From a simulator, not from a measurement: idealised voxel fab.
The process module presented herein is designated voxel fin reveal.
Each square cell in cross-section cut measures 5 nm, and the section as a whole is 205 nm wide.
Throughout this document, each cross-section is represented as a grid of square cells and is presented as a sequence of bands enumerated from the top downward, where a band comprises one or more rows of cells.
Quick guide to a band line: top height, bottom height (nm) up front; then every material left to right with its width in nm. Only one material and it's marked "full width"? Then it fills the band edge to edge. And "air" just means empty space.
Ref level 0: as-received wafer is one material below here. Bottom band extends down with no lower bound ("from 0 down").
Top row gets the first number, bottom row gets the second, and each row in between changes by the same step: that is how a band width like "30->40" works.
Reading "nothing got changed" for a step: not a cell of the cross-section changed in it.
"Closed void table" specifies each empty space that is not open to the top and that occupies no fewer than 8 cells, using the form width x height at distance, the distance measured from the left edge and all three quantities in nm.
The remark found on a step's line after its settings is issued by the simulator itself and pertains to that step.
If you see "overlay nm" on a step's line and that step has a mask, it's telling you how far right of where it was planned the mask ended up; a negative number means it went left instead.

Process steps (planned)
1) RECEIVE, material Si
2) CONFORMAL_DEP, material SiN, thk nm 5
3) MASKED_ETCH, tone cover, mask id FINS, width nm 15, pitch nm 35, etch materials SiN, depth nm 5, overlay nm 0
4) MASKED_ETCH, tone cover, mask id FINS, width nm 15, pitch nm 35, etch materials Si, depth nm 30, overlay nm 0
5) FILL_DEP, material SiO2, thk nm 5
6) CMP, height nm 5
7) SELECTIVE_ETCH, etch materials SiO2, depth nm 25
8) STRIP, etch materials SiN
9) CONFORMAL_DEP, material HfO2, thk nm 5

As-received wafer cross-section (after step 1)
    from 0 down | Si full width
    Closed void table: none

Cross-section, first of two wafers, end of module, run as planned
    from 5 to 0 | air 70; HfO2 25; air 10; HfO2 25; air 75
    from 0 to -15 | air 70; HfO2 5; Si 15; HfO2 5; air 10; HfO2 5; Si 15; HfO2 5; air 75
    from -15 to -20 | HfO2 75; Si 15; HfO2 20; Si 15; HfO2 80
    from -20 to -30 | SiO2 75; Si 15; SiO2 20; Si 15; SiO2 80
    from -30 down | Si full width
    Closed void table: none

What the second wafer looks like in cross-section once the module is done. Its start and its plan matched the first wafer's exactly; what differed was one mistake in how it was run
    from 15 to 0 | air 60; HfO2 80; air 65
    from 0 to -5 | air 60; HfO2 15; Si 15; HfO2 20; Si 15; HfO2 15; air 65
    from -5 to -20 | HfO2 75; Si 15; HfO2 20; Si 15; HfO2 80
    from -20 to -30 | SiO2 75; Si 15; SiO2 20; Si 15; SiO2 80
    from -30 down | Si full width
    Closed void table: none
what went wrong: step 9 was processed under conditions differing from the plan, specifically as CONFORMAL_DEP, material HfO2, thk nm 15
Heads up, by the end the second wafer has more or fewer cells of some materials compared to the first: HfO2: 106 more
